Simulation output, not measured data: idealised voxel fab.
process module | voxel self aligned vias
cross-section cut | 255 nm wide | cells 5 nm
A cross-section is a grid of square cells, given in bands from the top down. A band is one or more rows of cells.
Each band's line starts with the height of the band's top and of its bottom, in nm. Then come its materials from left to right, each with its width in nm. One material with "throughout" fills the band from edge to edge. "air" is empty space.
Height 0 is the level under which the wafer as received is all one material. The lowest band goes on downwards, as in "0 down".
A width such as "30 to 40" changes by the same amount from each row of cells to the next, from the band's top row to its bottom row.
"no change" after a step means that no cell of the cross-section changed.
closed voids: empty space of 8 cells or more with no open way to the top, each as width x height at its distance from the left edge, in nm
after a step's settings: what the simulator itself notes on the step
overlay nm, on a step with a mask: how far to the right of its planned place the mask lay; to the left if negative
plan
1 op RECEIVE | material Si
2 op CONFORMAL_DEP | material SiO2 | thk nm 10
3 op CONFORMAL_DEP | material SiCN | thk nm 5
4 op DIRECTIONAL_DEP | material lowk | thk nm 30
5 op PATTERN | tone open | mask id LINES | material resist | width nm 25 | pitch nm 70 | thk nm 15 | overlay nm 0
6 op DIRECTIONAL_ETCH | etch materials lowk | depth nm 30
7 op STRIP | etch materials resist
8 op CONFORMAL_DEP | material TiN | thk nm 5
9 op FILL_DEP | material Ru | thk nm 5
10 op CMP | height nm 45
11 op SELECTIVE_ETCH | etch materials W Ru TiN | depth nm 5
12 op FILL_DEP | material SiN | thk nm 10
13 op CMP | height nm 45
14 op DIRECTIONAL_DEP | material lowk | thk nm 15
15 op DIRECTIONAL_DEP | material aC | thk nm 10
16 op PATTERN | tone open | mask id VIAS | material resist | width nm 45 | thk nm 30 | overlay nm 0
17 op DIRECTIONAL_ETCH | etch materials aC | depth nm 10
18 op STRIP | etch materials resist
19 op DIRECTIONAL_ETCH | etch materials lowk | depth nm 15
20 op DIRECTIONAL_ETCH | etch materials SiN | depth nm 5
21 op STRIP | etch materials aC
22 op CONFORMAL_DEP | material TiN | thk nm 5
23 op FILL_DEP | material Ru | thk nm 5
24 op CMP | height nm 60
25 op CONFORMAL_DEP | material SiN | thk nm 5
first wafer, as planned
as received, after step 1
  0 down: Si throughout
  closed voids: none
after step 2
  10 to 0: SiO2 throughout
  below 0: unchanged
after step 3
  15 to 10: SiCN throughout
  below 10: unchanged
after step 4
  45 to 15: lowk throughout
  below 15: unchanged
after step 5
  60 to 45: resist 80 | air 25 | resist 45 | air 25 | resist 80
  below 45: unchanged
after step 6
  60 to 45: resist 80 | air 25 | resist 45 | air 25 | resist 80
  45 to 15: lowk 80 | air 25 | lowk 45 | air 25 | lowk 80
  below 15: unchanged
after step 7
  45 to 15: lowk 80 | air 25 | lowk 45 | air 25 | lowk 80
  below 15: unchanged
after step 8
  50 to 45: TiN 85 | air 15 | TiN 55 | air 15 | TiN 85
  45 to 20: lowk 80 | TiN 5 | air 15 | TiN 5 | lowk 45 | TiN 5 | air 15 | TiN 5 | lowk 80
  20 to 15: lowk 80 | TiN 25 | lowk 45 | TiN 25 | lowk 80
  below 15: unchanged
after step 9
  55 to 50: Ru throughout
  50 to 45: TiN 85 | Ru 15 | TiN 55 | Ru 15 | TiN 85
  45 to 20: lowk 80 | TiN 5 | Ru 15 | TiN 5 | lowk 45 | TiN 5 | Ru 15 | TiN 5 | lowk 80
  below 20: unchanged
after step 10
  45 to 20: lowk 80 | TiN 5 | Ru 15 | TiN 5 | lowk 45 | TiN 5 | Ru 15 | TiN 5 | lowk 80
  below 20: unchanged
after step 11
  45 to 40: lowk 80 | air 25 | lowk 45 | air 25 | lowk 80
  below 40: unchanged
after step 12
  55 to 45: SiN throughout
  45 to 40: lowk 80 | SiN 25 | lowk 45 | SiN 25 | lowk 80
  below 40: unchanged
after step 13
  45 to 40: lowk 80 | SiN 25 | lowk 45 | SiN 25 | lowk 80
  below 40: unchanged
after step 14
  60 to 45: lowk throughout
  below 45: unchanged
after step 15
  70 to 60: aC throughout
  below 60: unchanged
after step 16
  100 to 70: resist 70 | air 45 | resist 140
  below 70: unchanged
after step 17
  90 to 70: resist 70 | air 45 | resist 140
  70 to 60: aC 70 | air 45 | aC 140
  below 60: unchanged
after step 18
  70 to 60: aC 70 | air 45 | aC 140
  below 60: unchanged
after step 19
  70 to 60: aC 70 | air 45 | aC 140
  60 to 45: lowk 70 | air 45 | lowk 140
  below 45: unchanged
after step 20
  70 to 60: aC 70 | air 45 | aC 140
  60 to 45: lowk 70 | air 45 | lowk 140
  45 to 40: lowk 80 | air 25 | lowk 45 | SiN 25 | lowk 80
  below 40: unchanged
after step 21
  60 to 45: lowk 70 | air 45 | lowk 140
  below 45: unchanged
after step 22
  65 to 60: TiN 75 | air 35 | TiN 145
  60 to 50: lowk 70 | TiN 5 | air 35 | TiN 5 | lowk 140
  50 to 45: lowk 70 | TiN 15 | air 15 | TiN 15 | lowk 140
  45 to 40: lowk 80 | TiN 25 | lowk 45 | SiN 25 | lowk 80
  below 40: unchanged
after step 23
  70 to 65: Ru throughout
  65 to 60: TiN 75 | Ru 35 | TiN 145
  60 to 50: lowk 70 | TiN 5 | Ru 35 | TiN 5 | lowk 140
  50 to 45: lowk 70 | TiN 15 | Ru 15 | TiN 15 | lowk 140
  below 45: unchanged
after step 24
  60 to 50: lowk 70 | TiN 5 | Ru 35 | TiN 5 | lowk 140
  below 50: unchanged
after step 25
  65 to 60: SiN throughout
  below 60: unchanged
second wafer: like start, like plan, one mistake. Through step 10 it matches the first wafer
when step 11 should have ended
  45 to 30: lowk 80 | air 25 | lowk 45 | air 25 | lowk 80
  below 30: unchanged
when step 12 should have ended
  55 to 45: SiN throughout
  45 to 30: lowk 80 | SiN 25 | lowk 45 | SiN 25 | lowk 80
  below 30: unchanged
when step 13 should have ended
  45 to 30: lowk 80 | SiN 25 | lowk 45 | SiN 25 | lowk 80
  below 30: unchanged
when step 14 should have ended
  60 to 45: lowk throughout
  below 45: unchanged
when step 15 should have ended
  70 to 60: aC throughout
  below 60: unchanged
when step 16 should have ended
  100 to 70: resist 70 | air 45 | resist 140
  below 70: unchanged
when step 17 should have ended
  90 to 70: resist 70 | air 45 | resist 140
  70 to 60: aC 70 | air 45 | aC 140
  below 60: unchanged
when step 18 should have ended
  70 to 60: aC 70 | air 45 | aC 140
  below 60: unchanged
when step 19 should have ended
  70 to 60: aC 70 | air 45 | aC 140
  60 to 45: lowk 70 | air 45 | lowk 140
  below 45: unchanged
when step 20 should have ended
  70 to 60: aC 70 | air 45 | aC 140
  60 to 45: lowk 70 | air 45 | lowk 140
  45 to 40: lowk 80 | air 25 | lowk 45 | SiN 25 | lowk 80
  below 40: unchanged
when step 21 should have ended
  60 to 45: lowk 70 | air 45 | lowk 140
  below 45: unchanged
when step 22 should have ended
  65 to 60: TiN 75 | air 35 | TiN 145
  60 to 50: lowk 70 | TiN 5 | air 35 | TiN 5 | lowk 140
  50 to 45: lowk 70 | TiN 15 | air 15 | TiN 15 | lowk 140
  45 to 40: lowk 80 | TiN 25 | lowk 45 | SiN 25 | lowk 80
  below 40: unchanged
when step 23 should have ended
  70 to 65: Ru throughout
  65 to 60: TiN 75 | Ru 35 | TiN 145
  60 to 50: lowk 70 | TiN 5 | Ru 35 | TiN 5 | lowk 140
  50 to 45: lowk 70 | TiN 15 | Ru 15 | TiN 15 | lowk 140
  below 45: unchanged
when step 24 should have ended
  60 to 50: lowk 70 | TiN 5 | Ru 35 | TiN 5 | lowk 140
  below 50: unchanged
when step 25 should have ended
  65 to 60: SiN throughout
  below 60: unchanged
what went wrong: step 11 ran as: op SELECTIVE_ETCH | etch materials W Ru TiN | depth nm 15
at the end the second wafer has, in cells: 12 fewer of Ru | 20 more of SiN | 8 fewer of TiN
